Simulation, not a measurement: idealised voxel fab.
Name of the process module below: voxel capacitor over wiring
cross-section cut | 275 nm wide | cells 5 nm
Just so we're on the same page, the cross-sections are grids of square cells, and they're listed out in bands top to bottom, each band one or more rows deep. It is stipulated that each band's entry specify, in nanometres, the height of the top of the band and then that of its bottom, followed by the materials of the band in left-to-right sequence, each together with its width in nanometres. A single material marked by the word "full width" is understood to fill the band from edge to edge; the word "empty" is understood to denote empty space. For the purposes of this specification, 0 denotes the height below which the wafer in its as-received condition is composed wholly of one material, and the lowermost band, lacking a lower limit, extends downward without end, as expressed in "0..down". Width: "30 to 40" (first number = top row, second number = bottom row, same change from row to row of cells). Step note "no change" = no cross-section cell changed. Any empty space of 8 cells or more lacking an open way to the top shows up in "Enclosed voids" as width x height at distance, distance from the left edge, in nm. On a step's line, text after the settings is the simulator commenting on that step. "overlay nm" answers the question of how far to the right of plan the mask lay on a step that has a mask, and when it is negative the answer is to the left.

BELOW IS THE LIST OF PLANNED PROCESS STEPS
1 RECEIVE: material Si
2 CONFORMAL_DEP: material SiO2, thk nm 15
3 CONFORMAL_DEP: material SiCN, thk nm 5
4 DIRECTIONAL_DEP: material lowk, thk nm 25
5 PATTERN: tone open, mask id METAL_1, material resist, width nm 20, pitch nm 80, thk nm 15, overlay nm 0
6 DIRECTIONAL_ETCH: etch materials lowk, depth nm 25
7 DIRECTIONAL_ETCH: etch materials SiCN, depth nm 5
8 STRIP: etch materials resist
9 CONFORMAL_DEP: material TiN, thk nm 5
10 FILL_DEP: material W, thk nm 10
11 CMP: height nm 45
12 EPI: material Ru, thk nm 5
13 FILL_DEP: material SiCN, thk nm 5
14 DIRECTIONAL_DEP: material SiO2, thk nm 10
15 PATTERN: tone open, mask id PLUG_1, material resist, width nm 15, thk nm 15, overlay nm 0
16 DIRECTIONAL_ETCH: etch materials SiO2, depth nm 10
17 DIRECTIONAL_ETCH: etch materials SiCN, depth nm 5
18 STRIP: etch materials resist
19 CONFORMAL_DEP: material TiN, thk nm 5
20 FILL_DEP: material W, thk nm 5
21 CMP: height nm 65
22 DIRECTIONAL_DEP: material TiN, thk nm 5
23 DIRECTIONAL_DEP: material SiN, thk nm 5
24 DIRECTIONAL_DEP: material TiN, thk nm 10
25 DIRECTIONAL_DEP: material aC, thk nm 15
26 PATTERN: tone cover, mask id UPPER_PLATE, material resist, width nm 65, thk nm 30, overlay nm 0
27 DIRECTIONAL_ETCH: etch materials aC, depth nm 15
28 STRIP: etch materials resist
29 DIRECTIONAL_ETCH: etch materials TiN, depth nm 10
30 DIRECTIONAL_ETCH: etch materials SiN, depth nm 5
31 STRIP: etch materials aC
32 PATTERN: tone cover, mask id LOWER_PLATE, material resist, width nm 75, thk nm 15, overlay nm 0
33 DIRECTIONAL_ETCH: etch materials TiN, depth nm 5
34 STRIP: etch materials resist
35 FILL_DEP: material SiO2, thk nm 15
36 CMP: height nm 95
37 MASKED_ETCH: tone open, mask id PLUG_2, width nm 15, etch materials SiO2, depth nm 10, overlay nm 0
38 CONFORMAL_DEP: material TiN, thk nm 5
39 FILL_DEP: material Ru, thk nm 5
40 CMP: height nm 95
41 CONFORMAL_DEP: material SiN, thk nm 5

THE CROSS-SECTION HERE SHOWS THE WAFER AS RECEIVED, I.E. IN ITS STATE AFTER STEP 1
* 0..down: Si full width
* Enclosed voids: none

CROSS-SECTIONAL VIEW OF THE FIRST OF THE TWO WAFERS UPON COMPLETION OF THE MODULE, PROCESSED IN ACCORDANCE WITH THE PLAN
* 100..95: SiN full width
* 95..90: 100 SiO2; 5 TiN; 5 Ru; 5 TiN; 160 SiO2
* 90..85: 100 SiO2; 15 TiN; 160 SiO2
* 85..75: 90 SiO2; 65 TiN; 120 SiO2
* 75..70: 90 SiO2; 65 SiN; 120 SiO2
* 70..65: 85 SiO2; 75 TiN; 115 SiO2
* 65..55: 90 SiO2; 5 TiN; 5 W; 5 TiN; 170 SiO2
* 55..50: 90 SiCN; 15 TiN; 170 SiCN
* 50..45: 80 SiCN; 30 Ru; 50 SiCN; 30 Ru; 85 SiCN
* 45..20: 85 lowk; 5 TiN; 10 W; 5 TiN; 60 lowk; 5 TiN; 10 W; 5 TiN; 90 lowk
* 20..15: 85 SiCN; 20 TiN; 60 SiCN; 20 TiN; 90 SiCN
* 15..0: SiO2 full width
* 0..down: Si full width
* Enclosed voids: none

WHAT THE SECOND WAFER LOOKS LIKE IN CROSS-SECTION ONCE THE MODULE IS DONE. ITS START AND ITS PLAN MATCHED THE FIRST WAFER'S EXACTLY; WHAT DIFFERED WAS ONE MISTAKE IN HOW IT WAS RUN
* 100..95: SiN full width
* 95..90: 95 Ru; 5 TiN; 15 SiO2; 5 TiN; 155 Ru
* 90..85: 100 TiN; 15 SiO2; 160 TiN
* 85..75: 90 SiO2; 65 TiN; 120 SiO2
* 75..70: 90 SiO2; 65 SiN; 120 SiO2
* 70..65: 85 SiO2; 75 TiN; 115 SiO2
* 65..55: 90 SiO2; 5 TiN; 5 W; 5 TiN; 170 SiO2
* 55..50: 90 SiCN; 15 TiN; 170 SiCN
* 50..45: 80 SiCN; 30 Ru; 50 SiCN; 30 Ru; 85 SiCN
* 45..20: 85 lowk; 5 TiN; 10 W; 5 TiN; 60 lowk; 5 TiN; 10 W; 5 TiN; 90 lowk
* 20..15: 85 SiCN; 20 TiN; 60 SiCN; 20 TiN; 90 SiCN
* 15..0: SiO2 full width
* 0..down: Si full width
* Enclosed voids: none
What was the processing mistake? step 37 did not happen as planned, as run it was MASKED_ETCH: tone cover, mask id PLUG_2, width nm 15, etch materials SiO2, depth nm 10, overlay nm 0
Final wafer comparison in cells, second versus first, more or fewer per material: Ru +49 | SiO2 -98 | TiN +49
